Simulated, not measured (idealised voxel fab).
The document below concerns the process module designated voxel capacitor over wiring.
The width of the displayed cross-section, cut, is 220 nm; its cells are square, with a size of 5 nm.
The cross-sections in this document take the form of a grid made of square cells. They are written out as bands, in order from top to bottom. Each band consists of one or more rows of cells. Each band's line starts with the height of the band's top and of its bottom, in nm. Then come its materials from left to right, each with its width in nm. One material with "everywhere" fills the band from edge to edge. "empty" is empty space. Counting heights begins at 0, where everything beneath is, in the wafer as received, one material. The lowest band has no bottom; it goes on downwards, as "0 down" shows. Graded width ("30..40"): value in top row of band = first number; value in bottom row = second number; row-to-row change constant. When a step is marked "remained the same", none of the cells in the cross-section changed during that step. "Sealed-off cavities" contains a list of empty spaces, each no smaller than 8 cells and without an open way to the top, written in the form width x height at distance with the distance from the left edge and all three in nm. What comes after the settings on a step's line is commentary from the simulator itself on that step. overlay nm, on a step with a mask: how far to the right of its planned place the mask lay; to the left if negative.

# plan
| 1 | RECEIVE,material Si |
| 2 | CONFORMAL_DEP,material SiO2,thk nm 15 |
| 3 | CONFORMAL_DEP,material SiCN,thk nm 5 |
| 4 | DIRECTIONAL_DEP,material SiO2,thk nm 20 |
| 5 | DIRECTIONAL_DEP,material aC,thk nm 10 |
| 6 | PATTERN,tone open,mask id METAL_1,material resist,width nm 25,pitch nm 75,thk nm 25,overlay nm 0 |
| 7 | DIRECTIONAL_ETCH,etch materials aC,depth nm 10 |
| 8 | STRIP,etch materials resist |
| 9 | DIRECTIONAL_ETCH,etch materials SiO2,depth nm 20 |
| 10 | DIRECTIONAL_ETCH,etch materials SiCN,depth nm 5 |
| 11 | STRIP,etch materials aC |
| 12 | CONFORMAL_DEP,material TiN,thk nm 5 |
| 13 | FILL_DEP,material Ru,thk nm 10 |
| 14 | CMP,height nm 40 |
| 15 | EPI,material Ru,thk nm 5 |
| 16 | FILL_DEP,material SiCN,thk nm 5 |
| 17 | DIRECTIONAL_DEP,material lowk,thk nm 10 |
| 18 | PATTERN,tone open,mask id PLUG_1,material resist,width nm 15,thk nm 20,overlay nm 0 |
| 19 | DIRECTIONAL_ETCH,etch materials lowk,depth nm 10 |
| 20 | DIRECTIONAL_ETCH,etch materials SiCN,depth nm 5 |
| 21 | STRIP,etch materials resist |
| 22 | EPI,material Ru,thk nm 10 |
| 23 | EPI,material Ru,thk nm 5 |
| 24 | DIRECTIONAL_DEP,material TiN,thk nm 10 |
| 25 | DIRECTIONAL_DEP,material HfO2,thk nm 5 |
| 26 | DIRECTIONAL_DEP,material TiN,thk nm 10 |
| 27 | DIRECTIONAL_DEP,material aC,thk nm 10 |
| 28 | PATTERN,tone cover,mask id UPPER_PLATE,material resist,width nm 55,thk nm 30,overlay nm 0 |
| 29 | DIRECTIONAL_ETCH,etch materials aC,depth nm 10 |
| 30 | STRIP,etch materials resist |
| 31 | DIRECTIONAL_ETCH,etch materials TiN,depth nm 10 |
| 32 | DIRECTIONAL_ETCH,etch materials HfO2,depth nm 5 |
| 33 | STRIP,etch materials aC |
| 34 | DIRECTIONAL_DEP,material aC,thk nm 10 |
| 35 | PATTERN,tone cover,mask id LOWER_PLATE,material resist,width nm 65,thk nm 25,overlay nm 0 |
| 36 | DIRECTIONAL_ETCH,etch materials aC,depth nm 10 |
| 37 | STRIP,etch materials resist |
| 38 | DIRECTIONAL_ETCH,etch materials TiN,depth nm 10 |
| 39 | STRIP,etch materials aC |
| 40 | FILL_DEP,material SiO2,thk nm 20 |
| 41 | CMP,height nm 100 |
| 42 | MASKED_ETCH,tone open,mask id PLUG_2,width nm 15,etch materials SiO2,depth nm 15,overlay nm 0 |
| 43 | CONFORMAL_DEP,material TiN,thk nm 5 |
| 44 | FILL_DEP,material Cu,thk nm 5 |
| 45 | CMP,height nm 100 |
| 46 | CONFORMAL_DEP,material SiN,thk nm 5 |

# Cross-section, incoming material, after step 1
    0 down  Si everywhere
    Sealed-off cavities: none

# Wafer cross-section at module end: first of two, run to plan
    105 to 100  SiN everywhere
    100 to 90  SiO2: 80 | TiN: 5 | Cu: 5 | TiN: 5 | SiO2: 125
    90 to 85  SiO2: 80 | TiN: 15 | SiO2: 125
    85 to 75  SiO2: 70 | TiN: 55 | SiO2: 95
    75 to 70  SiO2: 70 | HfO2: 55 | SiO2: 95
    70 to 60  SiO2: 65 | TiN: 65 | SiO2: 90
    60 to 50  lowk: 70 | Ru: 15 | lowk: 135
    50 to 45  SiCN: 70 | Ru: 15 | SiCN: 135
    45 to 40  SiCN: 55 | Ru: 35 | SiCN: 40 | Ru: 35 | SiCN: 55
    40 to 20  SiO2: 60 | TiN: 5 | Ru: 15 | TiN: 5 | SiO2: 50 | TiN: 5 | Ru: 15 | TiN: 5 | SiO2: 60
    20 to 15  SiCN: 60 | TiN: 25 | SiCN: 50 | TiN: 25 | SiCN: 60
    15 to 0  SiO2 everywhere
    0 down  Si everywhere
    Sealed-off cavities: none

# Wafer two, sectioned after the module: the first wafer's start, the first wafer's plan, and one mistake in how it was run
    105 to 100  SiN everywhere
    100 to 90  SiO2: 80 | TiN: 5 | Cu: 5 | TiN: 5 | SiO2: 125
    90 to 85  SiO2: 80 | TiN: 15 | SiO2: 125
    85 to 75  SiO2: 70 | TiN: 55 | SiO2: 95
    75 to 70  SiO2: 70 | HfO2: 55 | SiO2: 95
    70 to 60  SiO2: 65 | TiN: 65 | SiO2: 90
    60 to 50  lowk: 70 | Ru: 15 | lowk: 135
    50 to 45  SiCN: 70 | Ru: 15 | SiCN: 135
    45 to 40  SiCN: 55 | Ru: 35 | SiCN: 40 | Ru: 35 | SiCN: 55
    40 to 30  SiO2: 60 | TiN: 5 | Ru: 15 | TiN: 5 | SiO2: 50 | TiN: 5 | Ru: 15 | TiN: 5 | SiO2: 60
    30 to 25  SiCN: 60 | TiN: 25 | SiCN: 50 | TiN: 25 | SiCN: 60
    25 to 15  SiCN everywhere
    15 to 0  SiO2 everywhere
    0 down  Si everywhere
    Sealed-off cavities: none
The mistake made against the process plan was this: step 3 off recipe, ran as CONFORMAL_DEP,material SiCN,thk nm 15
Wrapping up, a cell-based count of both wafers puts the second over or under the first for these materials: 12 fewer of Ru, 88 more of SiCN, 68 fewer of SiO2, 8 fewer of TiN
